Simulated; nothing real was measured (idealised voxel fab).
The process module that follows is named voxel trench capacitor.
Displayed cross-section: cut, width of 225 nm, square cells sized 5 nm.
Square cells in a grid make up a cross-section in this document, and the grid is given as bands, listed from the top down, each one or more rows of cells. Basically the band line says how high the top is and how high the bottom is, in nm, and then what's in it from left to right, every material with its width in nm. Empty space shows up as "air", and if a single material carries "all across" it runs the full band edge to edge. Measure heights from 0. That's the level where, below it, the as-received wafer is all one material. The lowest band is bottomless and extends downward; write it as in "0 and below". Quick explanation for "30->40": the width changes in equal steps down the rows of cells, from the first number in the band's top row to the second number in its bottom row. Where a step carries "changes: none", the cross-section came out of it unchanged, cell for cell. "Voids, enclosed" specifies each empty space that is not open to the top and that occupies no fewer than 8 cells, using the form width x height at distance, the distance measured from the left edge and all three quantities in nm. after a step's settings: what the simulator itself notes on the step. What "overlay nm" on a step's line means: if the step has a mask, that mask lay this far to the right of its planned place, or, when the value is negative, to the left.

-- Process steps (planned)
- 1: RECEIVE [material Si]
- 2: CONFORMAL_DEP [material SiN] [thk nm 5]
- 3: PATTERN [tone open] [mask id TRENCH] [material resist] [width nm 25] [pitch nm 45] [thk nm 15] [overlay nm 0]
- 4: DIRECTIONAL_ETCH [etch materials SiN] [depth nm 5]
- 5: DIRECTIONAL_ETCH [etch materials Si] [depth nm 40]
- 6: STRIP [etch materials resist]
- 7: CONFORMAL_DEP [material Al2O3] [thk nm 5]
- 8: FILL_DEP [material polySi] [thk nm 5]
- 9: CMP [height nm 5]

-- Cross-section of the wafer as it came to us, i.e., already through step 1
    0 and below = Si all across
    Voids, enclosed: none

-- Look at the cross-section after the module: the wafer started out the way shown above and the plan was the one shown above, yet one mistake was made along the way
    5 down to 0 = SiN=35  Al2O3=5  polySi=15  Al2O3=5  SiN=20  Al2O3=5  polySi=15  Al2O3=5  SiN=20  Al2O3=5  polySi=15  Al2O3=5  SiN=20  Al2O3=5  polySi=15  Al2O3=5  SiN=30
    0 down to -35 = Si=35  Al2O3=5  polySi=15  Al2O3=5  Si=20  Al2O3=5  polySi=15  Al2O3=5  Si=20  Al2O3=5  polySi=15  Al2O3=5  Si=20  Al2O3=5  polySi=15  Al2O3=5  Si=30
    -35 down to -40 = Si=35  Al2O3=25  Si=20  Al2O3=25  Si=20  Al2O3=25  Si=20  Al2O3=25  Si=30
    -40 and below = Si all across
    Voids, enclosed: none
In executing the process, a mistake was made relative to the plan: note that step 3 departed from the planned setting and was carried out as PATTERN [tone open] [mask id TRENCH] [material resist] [width nm 25] [pitch nm 45] [thk nm 15] [overlay nm 5]
